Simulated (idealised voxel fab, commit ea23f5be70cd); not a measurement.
Documented hereafter: the process module known as voxel transistor to metal.
cross-section cut | 165 nm wide | cells 5 nm
Bands, listed from the top down, are how a cross-section gets written in this document; the cross-section itself is a grid of square cells, and a band is one or more rows of them.
Heads up on the band format: heights come first, top then bottom, in nm. After that it's the materials left to right, each with its width in nm. A single material flagged "everywhere" fills the whole band edge to edge, and "air" means there's empty space there.
For the purposes of this specification, 0 denotes the height below which the wafer in its as-received condition is composed wholly of one material, and the lowermost band, lacking a lower limit, extends downward without end, as expressed in "z 0 and below".
Width: "30->40" (first number = top row, second number = bottom row, same change from row to row of cells).
Step note "no change occurred" = no cross-section cell changed.
Enclosed voids (no open way to top), threshold 8 cells or more, entry "Trapped void list", notation width x height at distance, distance from left edge, nm.
Whatever follows a step's settings on its line is a remark the simulator itself makes about that step.
When a step includes a mask, the "overlay nm" setting on its line states how far to the right of its planned place that mask lay, and negative values state how far to the left.

[Steps in the process plan]
- 1: op RECEIVE | material Si
- 2: op OXIDIZE | depth nm 5
- 3: op CONFORMAL_DEP | material SiN | thk nm 10
- 4: op MASKED_ETCH | tone cover | mask id ACTIVE | width nm 105 | etch materials SiN | depth nm 10 | overlay nm 0
- 5: op MASKED_ETCH | tone cover | mask id ACTIVE | width nm 105 | etch materials SiO2 | depth nm 5 | overlay nm 0
- 6: op MASKED_ETCH | tone cover | mask id ACTIVE | width nm 105 | etch materials Si | depth nm 35 | overlay nm 0
- 7: op FILL_DEP | material SiO2 | thk nm 10
- 8: op CMP | height nm 10
- 9: op SELECTIVE_ETCH | etch materials SiO2 | depth nm 5
- 10: op STRIP | etch materials SiN
- 11: op SELECTIVE_ETCH | etch materials SiO2 | depth nm 5
- 12: op OXIDIZE | depth nm 5
- 13: op DIRECTIONAL_DEP | material polySi | thk nm 20
- 14: op DIRECTIONAL_DEP | material SiCN | thk nm 10
- 15: op PATTERN | tone cover | mask id GATE | material resist | width nm 25 | thk nm 20 | overlay nm 0
- 16: op DIRECTIONAL_ETCH | etch materials SiCN | depth nm 20
- 17: op DIRECTIONAL_ETCH | etch materials polySi | depth nm 30
- 18: op STRIP | etch materials resist
- 19: op CONFORMAL_DEP | material SiN | thk nm 10
- 20: op DIRECTIONAL_ETCH | etch materials SiN | depth nm 10
- 21: op DIRECTIONAL_ETCH | etch materials SiO2 | depth nm 5
- 22: op DIRECTIONAL_ETCH | etch materials Si | depth nm 5
- 23: op EPI | material nSi | thk nm 10
- 24: op FILL_DEP | material SiO2 | thk nm 5
- 25: op CMP | height nm 25
- 26: op DIRECTIONAL_DEP | material SiO2 | thk nm 15
- 27: op MASKED_ETCH | tone open | mask id CONTACT | width nm 30 | pitch nm 65 | etch materials SiO2 | depth nm 45 | overlay nm 0
- 28: op CONFORMAL_DEP | material TiN | thk nm 5
- 29: op FILL_DEP | material Ru | thk nm 5
- 30: op CMP | height nm 40
- 31: op DIRECTIONAL_DEP | material TiN | thk nm 5
- 32: op DIRECTIONAL_DEP | material W | thk nm 15
- 33: op DIRECTIONAL_DEP | material aC | thk nm 15
- 34: op PATTERN | tone cover | mask id METAL_1 | material resist | width nm 20 | pitch nm 75 | thk nm 30 | overlay nm 0
- 35: op DIRECTIONAL_ETCH | etch materials aC | depth nm 15
- 36: op STRIP | etch materials resist
- 37: op DIRECTIONAL_ETCH | etch materials W | depth nm 15
- 38: op DIRECTIONAL_ETCH | etch materials TiN | depth nm 5
- 39: op STRIP | etch materials aC
- 40: op FILL_DEP | material lowk | thk nm 5
- 41: op CMP | height nm 60
- 42: op CONFORMAL_DEP | material SiCN | thk nm 5
- 43: op DIRECTIONAL_DEP | material SiO2 | thk nm 30
- 44: op MASKED_ETCH | tone open | mask id METAL_2 | width nm 20 | pitch nm 75 | etch materials SiO2 | depth nm 15 | overlay nm 0
- 45: op MASKED_ETCH | tone open | mask id METAL_2_HOLES | width nm 15 | pitch nm 75 | etch materials SiO2 | depth nm 15 | overlay nm 0
- 46: op MASKED_ETCH | tone open | mask id METAL_2_HOLES | width nm 15 | pitch nm 75 | etch materials SiCN | depth nm 5 | overlay nm 0
- 47: op CONFORMAL_DEP | material TiN | thk nm 5
- 48: op FILL_DEP | material Cu | thk nm 5
- 49: op CMP | height nm 95
- 50: op CONFORMAL_DEP | material SiN | thk nm 5

[Cross-sectional view of the wafer in its as-received condition, corresponding to the state after step 1]
- z 0 and below | Si everywhere
- Trapped void list: none

[Cross-sectional view of the first of the two wafers upon completion of the module, processed in accordance with the plan]
- z 100 to 95 | SiN everywhere
- z 95 to 85 | SiO2: 35, then TiN: 5, then Cu: 10, then TiN: 5, then SiO2: 55, then TiN: 5, then Cu: 10, then TiN: 5, then SiO2: 35
- z 85 to 80 | SiO2: 35, then TiN: 5, then Cu: 5, then TiN: 10, then SiO2: 55, then TiN: 5, then Cu: 5, then TiN: 10, then SiO2: 35
- z 80 to 65 | SiO2: 35, then TiN: 5, then Cu: 5, then TiN: 5, then SiO2: 60, then TiN: 5, then Cu: 5, then TiN: 5, then SiO2: 40
- z 65 to 60 | SiCN: 35, then TiN: 15, then SiCN: 60, then TiN: 15, then SiCN: 40
- z 60 to 45 | lowk: 35, then W: 20, then lowk: 55, then W: 20, then lowk: 35
- z 45 to 40 | lowk: 35, then TiN: 20, then lowk: 55, then TiN: 20, then lowk: 35
- z 40 to 30 | SiO2: 35, then TiN: 5, then Ru: 20, then TiN: 5, then SiO2: 35, then TiN: 5, then Ru: 20, then TiN: 5, then SiO2: 35
- z 30 to 25 | SiO2: 35, then TiN: 5, then Ru: 15, then TiN: 10, then SiO2: 35, then TiN: 10, then Ru: 15, then TiN: 5, then SiO2: 35
- z 25 to 15 | SiO2: 35, then TiN: 5, then Ru: 15, then TiN: 5, then SiN: 10, then SiCN: 25, then SiN: 10, then TiN: 5, then Ru: 15, then TiN: 5, then SiO2: 35
- z 15 to 5 | SiO2: 35, then TiN: 5, then Ru: 15, then TiN: 5, then SiN: 10, then polySi: 25, then SiN: 10, then TiN: 5, then Ru: 15, then TiN: 5, then SiO2: 35
- z 5 to 0 | SiO2: 35, then TiN: 25, then SiN: 10, then polySi: 25, then SiN: 10, then TiN: 25, then SiO2: 35
- z 0 to -5 | SiO2: 25, then SiN: 10, then nSi: 10, then TiN: 5, then nSi: 10, then SiN: 10, then polySi: 25, then SiN: 10, then nSi: 10, then TiN: 5, then nSi: 10, then SiN: 10, then SiO2: 25
- z -5 to -10 | SiO2: 35, then nSi: 25, then SiO2: 45, then nSi: 25, then SiO2: 35
- z -10 to -15 | SiO2: 30, then Si: 5, then nSi: 25, then Si: 45, then nSi: 25, then Si: 5, then SiO2: 30
- z -15 to -40 | SiO2: 30, then Si: 105, then SiO2: 30
- z -40 and below | Si everywhere
- Trapped void list: none

[Now the second wafer, cross-sectioned at the end of the module. Nothing different at the start, nothing different in the plan compared with the first, just one mistake when it was actually run]
- z 100 to 95 | SiN everywhere
- z 95 to 65 | SiO2 everywhere
- z 65 to 60 | SiCN everywhere
- z 60 to 45 | lowk: 35, then W: 20, then lowk: 55, then W: 20, then lowk: 35
- z 45 to 40 | lowk: 35, then TiN: 20, then lowk: 55, then TiN: 20, then lowk: 35
- z 40 to 30 | SiO2: 35, then TiN: 5, then Ru: 20, then TiN: 5, then SiO2: 35, then TiN: 5, then Ru: 20, then TiN: 5, then SiO2: 35
- z 30 to 25 | SiO2: 35, then TiN: 5, then Ru: 15, then TiN: 10, then SiO2: 35, then TiN: 10, then Ru: 15, then TiN: 5, then SiO2: 35
- z 25 to 15 | SiO2: 35, then TiN: 5, then Ru: 15, then TiN: 5, then SiN: 10, then SiCN: 25, then SiN: 10, then TiN: 5, then Ru: 15, then TiN: 5, then SiO2: 35
- z 15 to 5 | SiO2: 35, then TiN: 5, then Ru: 15, then TiN: 5, then SiN: 10, then polySi: 25, then SiN: 10, then TiN: 5, then Ru: 15, then TiN: 5, then SiO2: 35
- z 5 to 0 | SiO2: 35, then TiN: 25, then SiN: 10, then polySi: 25, then SiN: 10, then TiN: 25, then SiO2: 35
- z 0 to -5 | SiO2: 25, then SiN: 10, then nSi: 10, then TiN: 5, then nSi: 10, then SiN: 10, then polySi: 25, then SiN: 10, then nSi: 10, then TiN: 5, then nSi: 10, then SiN: 10, then SiO2: 25
- z -5 to -10 | SiO2: 35, then nSi: 25, then SiO2: 45, then nSi: 25, then SiO2: 35
- z -10 to -15 | SiO2: 30, then Si: 5, then nSi: 25, then Si: 45, then nSi: 25, then Si: 5, then SiO2: 30
- z -15 to -40 | SiO2: 30, then Si: 105, then SiO2: 30
- z -40 and below | Si everywhere
- Trapped void list: none
In executing the process, a mistake was made relative to the plan: execution of plan step 43 occurred twice
Final comparison by cell count, materials where the second wafer has more or fewer than the first: Cu: 16 fewer | SiCN: 6 more | SiO2: 42 more | TiN: 32 fewer
